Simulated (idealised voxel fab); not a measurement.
process module | voxel ribs on slabs
cross-section cut | 185 nm wide | cells 5 nm
A cross-section is a grid of square cells, given in bands from the top down. A band is one or more rows of cells.
Each band's line starts with the height of the band's top and of its bottom, in nm. Then come its materials from left to right, each with its width in nm. One material with "throughout" fills the band from edge to edge. "air" is empty space.
Height 0 is the level under which the wafer as received is all one material. The lowest band goes on downwards, as in "0 down".
A width such as "30 to 40" changes by the same amount from each row of cells to the next, from the band's top row to its bottom row.
"no change" after a step means that no cell of the cross-section changed.
closed voids: empty space of 8 cells or more with no open way to the top, each as width x height at its distance from the left edge, in nm
after a step's settings: what the simulator itself notes on the step
overlay nm, on a step with a mask: how far to the right of its planned place the mask lay; to the left if negative
plan
1 op RECEIVE | material Si
2 op DIRECTIONAL_DEP | material SiO2 | thk nm 20
3 op DIRECTIONAL_DEP | material polySi | thk nm 15
4 op MASKED_ETCH | tone cover | mask id RIB | width nm 15 | etch materials polySi | depth nm 5 | overlay nm 0
5 op MASKED_ETCH | tone cover | mask id SLAB | width nm 55 | etch materials polySi | depth nm 10 | overlay nm -15
6 op FILL_DEP | material SiO2 | thk nm 20
7 op CMP | height nm 45
8 op DIRECTIONAL_DEP | material TiN | thk nm 5
9 op DIRECTIONAL_DEP | material aC | thk nm 10
10 op PATTERN | tone cover | mask id HEATER | material resist | width nm 25 | thk nm 30 | overlay nm 0
11 op DIRECTIONAL_ETCH | etch materials aC | depth nm 10
12 op STRIP | etch materials resist
13 op DIRECTIONAL_ETCH | etch materials TiN | depth nm 5
14 op STRIP | etch materials aC
15 op CONFORMAL_DEP | material SiN | thk nm 5
varied across the wafers: overlay nm of step 5. The plan shows the first wafer's value. All wafers start alike
first wafer as received, after step 1
  0 down: Si throughout
  closed voids: none
each wafer at the end: cells of each material gained (+) or lost (-) since it was received, then its closed voids
overlay nm -15 | +39 SiN | +308 SiO2 | +5 TiN | +25 polySi | closed voids: none
overlay nm -10 | +39 SiN | +308 SiO2 | +5 TiN | +25 polySi | closed voids: none
overlay nm -5 | +39 SiN | +308 SiO2 | +5 TiN | +25 polySi | closed voids: none
overlay nm 0 | +39 SiN | +308 SiO2 | +5 TiN | +25 polySi | closed voids: none
overlay nm 5 | +39 SiN | +308 SiO2 | +5 TiN | +25 polySi | closed voids: none
overlay nm 10 | +39 SiN | +308 SiO2 | +5 TiN | +25 polySi | closed voids: none
overlay nm 15 | +39 SiN | +308 SiO2 | +5 TiN | +25 polySi | closed voids: none
